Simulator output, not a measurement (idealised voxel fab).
Presented below is a process module, voxel fin reveal.
It is cross-section cut that appears here, measuring 170 nm in width, its square cells being 5 nm in size.
The cross-sections in this document take the form of a grid made of square cells. They are written out as bands, in order from top to bottom. Each band consists of one or more rows of cells.
Read a band's entry like this: the first values are the height of its top and the height of its bottom in nm, and what follows is the sequence of materials from left to right, each with its width in nm. Note that "blank" is empty space, and that a single material marked "all across" reaches across the band from edge to edge.
The reference from which all heights are counted is 0, the level beneath which the as-received wafer is entirely one material; the lowest band, having no lower bound, proceeds downward and is written after the example "top 0, no bottom".
Width: "30 to 40" (first number = top row, second number = bottom row, same change from row to row of cells).
Take "same as before" at face value: in the step it is given for, the cross-section changed in none of its cells.
The entry "Closed void roster" lists the empty spaces that cover at least 8 cells and have no open path to the top. Each is written as width x height at distance, where the distance is measured from the left edge and all three values are in nm.
The remark found on a step's line after its settings is issued by the simulator itself and pertains to that step.
What "overlay nm" on a step's line means: if the step has a mask, that mask lay this far to the right of its planned place, or, when the value is negative, to the left.
# These are the steps we planned for the process
1: RECEIVE,material Si
2: CONFORMAL_DEP,material SiN,thk nm 5
3: MASKED_ETCH,tone cover,mask id FINS,width nm 15,pitch nm 35,etch materials SiN,depth nm 5,overlay nm 0
4: MASKED_ETCH,tone cover,mask id FINS,width nm 15,pitch nm 35,etch materials Si,depth nm 35,overlay nm 0
5: FILL_DEP,material SiO2,thk nm 10
6: CMP,height nm 5
7: SELECTIVE_ETCH,etch materials SiO2,depth nm 30
8: STRIP,etch materials SiN
9: CONFORMAL_DEP,material SiO2,thk nm 5
# Cross-section of the incoming wafer, state after step 1
    top 0, no bottom = Si all across
    Closed void roster: none
# What the wafer looks like in cross-section after this module, when it starts as shown above and follows the plan above but one mistake is made in running it
    top 10, bottom 5 = 35 nm blank  25 nm SiO2  10 nm blank  25 nm SiO2  10 nm blank  25 nm SiO2  40 nm blank
    top 5, bottom 0 = 35 nm blank  5 nm SiO2  15 nm SiN  5 nm SiO2  10 nm blank  5 nm SiO2  15 nm SiN  5 nm SiO2  10 nm blank  5 nm SiO2  15 nm SiN  5 nm SiO2  40 nm blank
    top 0, bottom -30 = 35 nm blank  5 nm SiO2  15 nm Si  5 nm SiO2  10 nm blank  5 nm SiO2  15 nm Si  5 nm SiO2  10 nm blank  5 nm SiO2  15 nm Si  5 nm SiO2  40 nm blank
    top -30, bottom -35 = 40 nm SiO2  15 nm Si  20 nm SiO2  15 nm Si  20 nm SiO2  15 nm Si  45 nm SiO2
    top -35, no bottom = Si all across
    Closed void roster: none
Want to know what went wrong? note that step 8 departed from the planned setting and was carried out as STRIP,etch materials SiO2
